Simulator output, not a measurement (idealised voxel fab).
voxel spacer lines: a process module
Square cells of 5 nm make up the cross-section cut, whose width is 230 nm.
In this document a cross-section is written as a grid of square cells. It is given as a series of bands, listed from the top down, and a band is one or more rows of cells. Heads up on the band format: heights come first, top then bottom, in nm. After that it's the materials left to right, each with its width in nm. A single material flagged "everywhere" fills the whole band edge to edge, and "blank" means there's empty space there. Heights from 0 (as-received wafer is one material below). Bottom band endless downward, as "from 0 down". When a width is written as two numbers, as in "30->40", the first number is the width in the top row of cells of the band and the second is the width in its bottom row, and the width changes by the same amount from each row to the next. "all unchanged" means the step left every cell of the cross-section as it was. Empty spaces counting at least 8 cells and having no open way to the top are listed in "Internal closed voids". The notation width x height at distance is used for each, the distance being from the left edge and all three values in nm. Whatever follows a step's settings on its line is a remark the simulator itself makes about that step. "overlay nm" answers the question of how far to the right of plan the mask lay on a step that has a mask, and when it is negative the answer is to the left.

### The process steps that were planned are listed below
1 RECEIVE [material Si]
2 CONFORMAL_DEP [material Al2O3] [thk nm 5]
3 DIRECTIONAL_DEP [material SiN] [thk nm 20]
4 DIRECTIONAL_DEP [material aC] [thk nm 20]
5 PATTERN [tone cover] [mask id MANDREL] [material resist] [width nm 15] [pitch nm 50] [thk nm 25] [overlay nm 0]
6 DIRECTIONAL_ETCH [etch materials aC] [depth nm 20]
7 STRIP [etch materials resist]
8 CONFORMAL_DEP [material SiO2] [thk nm 10]
9 DIRECTIONAL_ETCH [etch materials SiO2] [depth nm 10]
10 STRIP [etch materials aC]
11 DIRECTIONAL_ETCH [etch materials SiN] [depth nm 20]
12 STRIP [etch materials SiO2]
13 FILL_DEP [material lowk] [thk nm 10]
14 CMP [height nm 25]

### On the first of the two wafers: run conducted according to plan

### Here's what the wafer looked like in cross-section when it arrived - that's after step 1
* from 0 down = Si everywhere
* Internal closed voids: none

### How the wafer stands in section after step 2
* from 5 to 0 = Al2O3 everywhere
* Below 0, no change.

### How the wafer stands in section after step 3
* from 25 to 5 = SiN everywhere
* Below 5, no change.

### How the wafer stands in section after step 4
* from 45 to 25 = aC everywhere
* Below 25, no change.

### How the wafer stands in section after step 5
* from 70 to 45 = blank=55  resist=15  blank=35  resist=15  blank=35  resist=15  blank=60
* Below 45, no change.

### How the wafer stands in section after step 6
* from 50 to 45 = blank=55  resist=15  blank=35  resist=15  blank=35  resist=15  blank=60
* from 45 to 25 = blank=55  aC=15  blank=35  aC=15  blank=35  aC=15  blank=60
* Below 25, no change.

### How the wafer stands in section after step 7
* from 45 to 25 = blank=55  aC=15  blank=35  aC=15  blank=35  aC=15  blank=60
* Below 25, no change.

### How the wafer stands in section after step 8
* from 55 to 45 = blank=45  SiO2=35  blank=15  SiO2=35  blank=15  SiO2=35  blank=50
* from 45 to 35 = blank=45  SiO2=10  aC=15  SiO2=10  blank=15  SiO2=10  aC=15  SiO2=10  blank=15  SiO2=10  aC=15  SiO2=10  blank=50
* from 35 to 25 = SiO2=55  aC=15  SiO2=35  aC=15  SiO2=35  aC=15  SiO2=60
* Below 25, no change.

### How the wafer stands in section after step 9
* from 45 to 25 = blank=45  SiO2=10  aC=15  SiO2=10  blank=15  SiO2=10  aC=15  SiO2=10  blank=15  SiO2=10  aC=15  SiO2=10  blank=50
* Below 25, no change.

### How the wafer stands in section after step 10
* from 45 to 25 = blank=45  SiO2=10  blank=15  SiO2=10  blank=15  SiO2=10  blank=15  SiO2=10  blank=15  SiO2=10  blank=15  SiO2=10  blank=50
* Below 25, no change.

### How the wafer stands in section after step 11
* from 45 to 25 = blank=45  SiO2=10  blank=15  SiO2=10  blank=15  SiO2=10  blank=15  SiO2=10  blank=15  SiO2=10  blank=15  SiO2=10  blank=50
* from 25 to 5 = blank=45  SiN=10  blank=15  SiN=10  blank=15  SiN=10  blank=15  SiN=10  blank=15  SiN=10  blank=15  SiN=10  blank=50
* Below 5, no change.

### How the wafer stands in section after step 12
* from 25 to 5 = blank=45  SiN=10  blank=15  SiN=10  blank=15  SiN=10  blank=15  SiN=10  blank=15  SiN=10  blank=15  SiN=10  blank=50
* Below 5, no change.

### How the wafer stands in section after step 13
* from 35 to 25 = lowk everywhere
* from 25 to 5 = lowk=45  SiN=10  lowk=15  SiN=10  lowk=15  SiN=10  lowk=15  SiN=10  lowk=15  SiN=10  lowk=15  SiN=10  lowk=50
* Below 5, no change.

### How the wafer stands in section after step 14
* from 25 to 5 = lowk=45  SiN=10  lowk=15  SiN=10  lowk=15  SiN=10  lowk=15  SiN=10  lowk=15  SiN=10  lowk=15  SiN=10  lowk=50
* Below 5, no change.

### Regarding the second of the two wafers: it shared the first wafer's starting condition and process plan, yet one error occurred during its execution. Its history coincides with that of the first wafer up to and including step 1

Cross-section of the second wafer at the time step 2 of the plan should have ended: all unchanged

### Cross-section of the second wafer at the time step 3 of the plan should have ended
* from 20 to 0 = SiN everywhere
* Below 0, no change.

### Cross-section of the second wafer at the time step 4 of the plan should have ended
* from 40 to 20 = aC everywhere
* Below 20, no change.

### Cross-section of the second wafer at the time step 5 of the plan should have ended
* from 65 to 40 = blank=55  resist=15  blank=35  resist=15  blank=35  resist=15  blank=60
* Below 40, no change.

### Cross-section of the second wafer at the time step 6 of the plan should have ended
* from 45 to 40 = blank=55  resist=15  blank=35  resist=15  blank=35  resist=15  blank=60
* from 40 to 20 = blank=55  aC=15  blank=35  aC=15  blank=35  aC=15  blank=60
* Below 20, no change.

### Cross-section of the second wafer at the time step 7 of the plan should have ended
* from 40 to 20 = blank=55  aC=15  blank=35  aC=15  blank=35  aC=15  blank=60
* Below 20, no change.

### Cross-section of the second wafer at the time step 8 of the plan should have ended
* from 50 to 40 = blank=45  SiO2=35  blank=15  SiO2=35  blank=15  SiO2=35  blank=50
* from 40 to 30 = blank=45  SiO2=10  aC=15  SiO2=10  blank=15  SiO2=10  aC=15  SiO2=10  blank=15  SiO2=10  aC=15  SiO2=10  blank=50
* from 30 to 20 = SiO2=55  aC=15  SiO2=35  aC=15  SiO2=35  aC=15  SiO2=60
* Below 20, no change.

### Cross-section of the second wafer at the time step 9 of the plan should have ended
* from 40 to 20 = blank=45  SiO2=10  aC=15  SiO2=10  blank=15  SiO2=10  aC=15  SiO2=10  blank=15  SiO2=10  aC=15  SiO2=10  blank=50
* Below 20, no change.

### Cross-section of the second wafer at the time step 10 of the plan should have ended
* from 40 to 20 = blank=45  SiO2=10  blank=15  SiO2=10  blank=15  SiO2=10  blank=15  SiO2=10  blank=15  SiO2=10  blank=15  SiO2=10  blank=50
* Below 20, no change.

### Cross-section of the second wafer at the time step 11 of the plan should have ended
* from 40 to 20 = blank=45  SiO2=10  blank=15  SiO2=10  blank=15  SiO2=10  blank=15  SiO2=10  blank=15  SiO2=10  blank=15  SiO2=10  blank=50
* from 20 to 0 = blank=45  SiN=10  blank=15  SiN=10  blank=15  SiN=10  blank=15  SiN=10  blank=15  SiN=10  blank=15  SiN=10  blank=50
* Below 0, no change.

### Cross-section of the second wafer at the time step 12 of the plan should have ended
* from 20 to 0 = blank=45  SiN=10  blank=15  SiN=10  blank=15  SiN=10  blank=15  SiN=10  blank=15  SiN=10  blank=15  SiN=10  blank=50
* Below 0, no change.

### Cross-section of the second wafer at the time step 13 of the plan should have ended
* from 30 to 20 = lowk everywhere
* from 20 to 0 = lowk=45  SiN=10  lowk=15  SiN=10  lowk=15  SiN=10  lowk=15  SiN=10  lowk=15  SiN=10  lowk=15  SiN=10  lowk=50
* Below 0, no change.

### Cross-section of the second wafer at the time step 14 of the plan should have ended
* from 25 to 20 = lowk everywhere
* Below 20, no change.
Nonconformance to the process plan: step 2 of the plan was omitted and not executed
Counted in cells at the end, the second wafer holds more or fewer of these materials than the first: Al2O3: 46 fewer, lowk: 46 more
